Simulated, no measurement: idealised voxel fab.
Process module in this document: voxel ribs on slabs
Section cut is 200 nm wide and gridded with 5 nm square cells.
Each cross-section below is a grid of square cells, stated as bands in top-down order, with one or more rows of cells making up each band.
Heads up on the band format: heights come first, top then bottom, in nm. After that it's the materials left to right, each with its width in nm. A single material flagged "full width" fills the whole band edge to edge, and "blank" means there's empty space there.
A quick word on heights: they are counted from 0, and under that level the wafer as it came to us is one material throughout. The lowest band is different from the rest in having no bottom; it simply continues downward, written as in "0 and below".
The expression "30 to 40" gives the width at the extremes of the band, the first number at its top row of cells and the second at its bottom row, with the width changing by equal amounts from each row to the next in between.
The cross-section has no changed cell in any step marked "changes: none".
In "Voids, enclosed" the enclosed voids are listed, meaning empty spaces of 8 cells or larger without any opening to the top. The form is width x height at distance, distance from the left edge, units nm.
after a step's settings: what the simulator itself notes on the step
overlay nm: step with mask; distance mask lay right of planned place; negative value = left of planned place.
# List of planned process steps
1) RECEIVE (material Si)
2) DIRECTIONAL_DEP (material SiO2; thk nm 20)
3) DIRECTIONAL_DEP (material SiN; thk nm 25)
4) PATTERN (tone cover; mask id RIB; material resist; width nm 15; thk nm 20; overlay nm 0)
5) DIRECTIONAL_ETCH (etch materials SiN; depth nm 5)
6) STRIP (etch materials resist)
7) PATTERN (tone cover; mask id SLAB; material resist; width nm 80; thk nm 15; overlay nm 0)
8) DIRECTIONAL_ETCH (etch materials SiN; depth nm 20)
9) STRIP (etch materials resist)
10) FILL_DEP (material SiO2; thk nm 30)
11) CMP (height nm 65)
12) DIRECTIONAL_DEP (material W; thk nm 10)
13) MASKED_ETCH (tone cover; mask id HEATER; width nm 30; etch materials W; depth nm 10; overlay nm 0)
14) CONFORMAL_DEP (material SiO2; thk nm 10)
What sets these wafers apart? The width nm at step 4. They all start alike, and the plan carries the first wafer's value.
# The as-received cross-section of the first of several wafers corresponds to the state after step 1
	0 and below  Si full width
	Voids, enclosed: none
# Cross-section, first of several wafers, end of module, after last step 14
	85 down to 75  blank 75 nm, SiO2 50 nm, blank 75 nm
	75 down to 65  SiO2 85 nm, W 30 nm, SiO2 85 nm
	65 down to 45  SiO2 full width
	45 down to 40  SiO2 95 nm, SiN 15 nm, SiO2 90 nm
	40 down to 20  SiO2 60 nm, SiN 80 nm, SiO2 60 nm
	20 down to 0  SiO2 full width
	0 and below  Si full width
	Voids, enclosed: none
# At the end of the module, the last of several wafers in cross-section
	85 down to 75  blank 75 nm, SiO2 50 nm, blank 75 nm
	75 down to 65  SiO2 85 nm, W 30 nm, SiO2 85 nm
	65 down to 45  SiO2 full width
	45 down to 40  SiO2 85 nm, SiN 35 nm, SiO2 80 nm
	40 down to 20  SiO2 60 nm, SiN 80 nm, SiO2 60 nm
	20 down to 0  SiO2 full width
	0 and below  Si full width
	Voids, enclosed: none
# Basically each wafer gets a line in the table, showing it at the end of the module: material by material, the cells it gained (+) or lost (-) since we got it, then its closed voids
width nm 15, +67 SiN, +541 SiO2, +12 W, Voids, enclosed: none
width nm 20, +68 SiN, +540 SiO2, +12 W, Voids, enclosed: none
width nm 25, +69 SiN, +539 SiO2, +12 W, Voids, enclosed: none
width nm 30, +70 SiN, +538 SiO2, +12 W, Voids, enclosed: none
width nm 35, +71 SiN, +537 SiO2, +12 W, Voids, enclosed: none
